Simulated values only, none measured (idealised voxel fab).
process module | voxel ribs on slabs
It is cross-section cut that appears here, measuring 155 nm in width, its square cells being 5 nm in size.
Square cells in a grid make up a cross-section in this document, and the grid is given as bands, listed from the top down, each one or more rows of cells.
For a band, the entry starts with two heights in nm, that of the top and then that of the bottom, and carries on with the band's materials in order from left to right, each alongside its width in nm; the word "everywhere" beside a single material means it fills the band edge to edge, and "blank" means empty space.
Below 0: as-received wafer, all one material; heights counted from there. Lowest band: no bottom, goes on down, written "top 0, no bottom".
The two numbers in a width such as "30..40" mark its ends across the band: the first belongs to the top row of cells, the second to the bottom row, and from each row to the next the width moves by the same amount.
"nothing altered" -> step changed no cross-section cell.
Voids not open to the top, 8 cells minimum: see "Unvented cavities". Written width x height at distance; distance is from the left edge; nm.
What comes after the settings on a step's line is commentary from the simulator itself on that step.
When a step includes a mask, the "overlay nm" setting on its line states how far to the right of its planned place that mask lay, and negative values state how far to the left.

## The planned process steps are enumerated hereunder
step 1: RECEIVE,material Si
step 2: DIRECTIONAL_DEP,material SiO2,thk nm 20
step 3: DIRECTIONAL_DEP,material polySi,thk nm 20
step 4: PATTERN,tone cover,mask id RIB,material resist,width nm 15,thk nm 15,overlay nm 0
step 5: DIRECTIONAL_ETCH,etch materials polySi,depth nm 5
step 6: STRIP,etch materials resist
step 7: MASKED_ETCH,tone cover,mask id SLAB,width nm 75,etch materials polySi,depth nm 15,overlay nm 0
step 8: FILL_DEP,material SiO2,thk nm 30
step 9: CMP,height nm 60
step 10: DIRECTIONAL_DEP,material W,thk nm 5
step 11: DIRECTIONAL_DEP,material aC,thk nm 15
step 12: PATTERN,tone cover,mask id HEATER,material resist,width nm 25,thk nm 35,overlay nm 0
step 13: DIRECTIONAL_ETCH,etch materials aC,depth nm 15
step 14: STRIP,etch materials resist
step 15: DIRECTIONAL_ETCH,etch materials W,depth nm 5
step 16: STRIP,etch materials aC
step 17: CONFORMAL_DEP,material SiN,thk nm 10

## as received, after step 1
top 0, no bottom: Si everywhere
Unvented cavities: none

## Wafer cross-section at module end: first of two, run to plan
top 75, bottom 70: 55 blank  45 SiN  55 blank
top 70, bottom 65: SiN everywhere
top 65, bottom 60: 65 SiN  25 W  65 SiN
top 60, bottom 40: SiO2 everywhere
top 40, bottom 35: 70 SiO2  15 polySi  70 SiO2
top 35, bottom 20: 40 SiO2  75 polySi  40 SiO2
top 20, bottom 0: SiO2 everywhere
top 0, no bottom: Si everywhere
Unvented cavities: none

## Here's the second of our two wafers sectioned at module end. Same start as the first, same plan, but one mistake got made running it
top 75, bottom 70: 55 blank  45 SiN  55 blank
top 70, bottom 65: SiN everywhere
top 65, bottom 60: 65 SiN  25 W  65 SiN
top 60, bottom 50: SiO2 everywhere
top 50, bottom 45: 70 SiO2  15 polySi  70 SiO2
top 45, bottom 30: 40 SiO2  75 polySi  40 SiO2
top 30, bottom 20: polySi everywhere
top 20, bottom 0: SiO2 everywhere
top 0, no bottom: Si everywhere
Unvented cavities: none
Plan not followed: not per plan at step 3, really ran DIRECTIONAL_DEP,material polySi,thk nm 30
Final cells, second wafer relative to first, materials higher or lower: 62 fewer of SiO2, 62 more of polySi
